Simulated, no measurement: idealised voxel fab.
Process module under the name voxel self aligned contacts
Square cell edge 5 nm, section width 185 nm, ID cut.
Cross-section spec: square-cell grid; bands listed top down; each band is one or more rows. The band entry comprises the height of the band's top followed by the height of its bottom, expressed in nm, and subsequently the band's materials from left to right, each stated together with its width in nm. Where a single material is marked with the word "edge to edge", that material fills the band from edge to edge. The word "empty" represents empty space. Heads up on the height convention: 0 is the point under which the incoming wafer is all one material, and the lowest band has no bottom, it just keeps going down, like "top 0, no bottom". Read "30 to 40" as a graded width: first number on top, second number at the bottom, same change between each pair of neighbouring rows. A step reported as "no change occurred" is a step in which no cell of the cross-section changed. What "Sealed internal cavities" gives you is every empty space of 8 cells or more that is cut off from the top. Each appears as width x height at distance, with the distance taken from the left edge and width, height and distance all in nm. If you see something after the settings on a step's line, that's the simulator's own remark about that step. "overlay nm", when on a step's line for a step with a mask, measures how far to the right of its planned place the mask lay; a negative measure means to the left.

The steps planned for the process are as follows
1) RECEIVE with material Si
2) OXIDIZE with depth nm 5
3) DIRECTIONAL_DEP with material polySi, thk nm 30
4) DIRECTIONAL_DEP with material SiN, thk nm 15
5) PATTERN with tone cover, mask id GATE, material resist, width nm 25, pitch nm 50, thk nm 15, overlay nm 0
6) DIRECTIONAL_ETCH with etch materials SiN, depth nm 15
7) DIRECTIONAL_ETCH with etch materials polySi, depth nm 30
8) STRIP with etch materials resist
9) CONFORMAL_DEP with material SiN, thk nm 5
10) DIRECTIONAL_ETCH with etch materials SiN, depth nm 5
11) FILL_DEP with material SiO2, thk nm 15
12) CMP with height nm 50
13) MASKED_ETCH with tone open, mask id CONTACT, width nm 35, etch materials SiO2, depth nm 55, overlay nm 0
14) CONFORMAL_DEP with material TiN, thk nm 5
15) FILL_DEP with material W, thk nm 5
16) CMP with height nm 50
17) CONFORMAL_DEP with material SiCN, thk nm 5

First of two wafers, with the run carried out as planned

Shown in cross-section is the wafer as received, that is, as it stands after step 1
	top 0, no bottom | Si edge to edge
	Sealed internal cavities: none

Sectional view: wafer, after step 2
	top 0, bottom -5 | SiO2 edge to edge
	Rest of section, below -5: as before.

Sectional view: wafer, after step 3
	top 30, bottom 0 | polySi edge to edge
	Rest of section, below 0: as before.

Sectional view: wafer, after step 4
	top 45, bottom 30 | SiN edge to edge
	Rest of section, below 30: as before.

Sectional view: wafer, after step 5
	top 60, bottom 45 | empty: 55 / resist: 25 / empty: 25 / resist: 25 / empty: 55
	Rest of section, below 45: as before.

Sectional view: wafer, after step 6
	top 60, bottom 45 | empty: 55 / resist: 25 / empty: 25 / resist: 25 / empty: 55
	top 45, bottom 30 | empty: 55 / SiN: 25 / empty: 25 / SiN: 25 / empty: 55
	Rest of section, below 30: as before.

Sectional view: wafer, after step 7
	top 60, bottom 45 | empty: 55 / resist: 25 / empty: 25 / resist: 25 / empty: 55
	top 45, bottom 30 | empty: 55 / SiN: 25 / empty: 25 / SiN: 25 / empty: 55
	top 30, bottom 0 | empty: 55 / polySi: 25 / empty: 25 / polySi: 25 / empty: 55
	Rest of section, below 0: as before.

Sectional view: wafer, after step 8
	top 45, bottom 30 | empty: 55 / SiN: 25 / empty: 25 / SiN: 25 / empty: 55
	Rest of section, below 30: as before.

Sectional view: wafer, after step 9
	top 50, bottom 30 | empty: 50 / SiN: 35 / empty: 15 / SiN: 35 / empty: 50
	top 30, bottom 5 | empty: 50 / SiN: 5 / polySi: 25 / SiN: 5 / empty: 15 / SiN: 5 / polySi: 25 / SiN: 5 / empty: 50
	top 5, bottom 0 | SiN: 55 / polySi: 25 / SiN: 25 / polySi: 25 / SiN: 55
	Rest of section, below 0: as before.

Sectional view: wafer, after step 10
	top 45, bottom 30 | empty: 50 / SiN: 35 / empty: 15 / SiN: 35 / empty: 50
	top 30, bottom 0 | empty: 50 / SiN: 5 / polySi: 25 / SiN: 5 / empty: 15 / SiN: 5 / polySi: 25 / SiN: 5 / empty: 50
	Rest of section, below 0: as before.

Sectional view: wafer, after step 11
	top 60, bottom 45 | SiO2 edge to edge
	top 45, bottom 30 | SiO2: 50 / SiN: 35 / SiO2: 15 / SiN: 35 / SiO2: 50
	top 30, bottom 0 | SiO2: 50 / SiN: 5 / polySi: 25 / SiN: 5 / SiO2: 15 / SiN: 5 / polySi: 25 / SiN: 5 / SiO2: 50
	Rest of section, below 0: as before.

Sectional view: wafer, after step 12
	top 50, bottom 45 | SiO2 edge to edge
	Rest of section, below 45: as before.

Sectional view: wafer, after step 13
	top 50, bottom 45 | SiO2: 75 / empty: 35 / SiO2: 75
	top 45, bottom 30 | SiO2: 50 / SiN: 35 / empty: 15 / SiN: 35 / SiO2: 50
	top 30, bottom 0 | SiO2: 50 / SiN: 5 / polySi: 25 / SiN: 5 / empty: 15 / SiN: 5 / polySi: 25 / SiN: 5 / SiO2: 50
	top 0, bottom -5 | SiO2: 85 / empty: 15 / SiO2: 85
	Rest of section, below -5: as before.

Sectional view: wafer, after step 14
	top 55, bottom 50 | TiN: 80 / empty: 25 / TiN: 80
	top 50, bottom 45 | SiO2: 75 / TiN: 15 / empty: 5 / TiN: 15 / SiO2: 75
	top 45, bottom 30 | SiO2: 50 / SiN: 35 / TiN: 5 / empty: 5 / TiN: 5 / SiN: 35 / SiO2: 50
	top 30, bottom 0 | SiO2: 50 / SiN: 5 / polySi: 25 / SiN: 5 / TiN: 5 / empty: 5 / TiN: 5 / SiN: 5 / polySi: 25 / SiN: 5 / SiO2: 50
	top 0, bottom -5 | SiO2: 85 / TiN: 15 / SiO2: 85
	Rest of section, below -5: as before.

Sectional view: wafer, after step 15
	top 60, bottom 55 | W edge to edge
	top 55, bottom 50 | TiN: 80 / W: 25 / TiN: 80
	top 50, bottom 45 | SiO2: 75 / TiN: 15 / W: 5 / TiN: 15 / SiO2: 75
	top 45, bottom 30 | SiO2: 50 / SiN: 35 / TiN: 5 / W: 5 / TiN: 5 / SiN: 35 / SiO2: 50
	top 30, bottom 0 | SiO2: 50 / SiN: 5 / polySi: 25 / SiN: 5 / TiN: 5 / W: 5 / TiN: 5 / SiN: 5 / polySi: 25 / SiN: 5 / SiO2: 50
	Rest of section, below 0: as before.

Sectional view: wafer, after step 16
	top 50, bottom 45 | SiO2: 75 / TiN: 15 / W: 5 / TiN: 15 / SiO2: 75
	Rest of section, below 45: as before.

Sectional view: wafer, after step 17
	top 55, bottom 50 | SiCN edge to edge
	Rest of section, below 50: as before.

Okay, second wafer. Nothing different at the start, nothing different in the plan, just one mistake somewhere in the running. As far as step 15, counting that step, it's the first wafer all over again

Second wafer shown in cross-section at the time step 16 was slated to end
	top 55, bottom 50 | TiN: 80 / W: 25 / TiN: 80
	Rest of section, below 50: as before.

Second wafer shown in cross-section at the time step 17 was slated to end
	top 60, bottom 55 | SiCN edge to edge
	Rest of section, below 55: as before.
Deviation noted in wafer processing: planned and actual differ for step 16; actual: CMP with height nm 55
Cell-count delta at end, second wafer over first, by material: TiN +32 | W +5
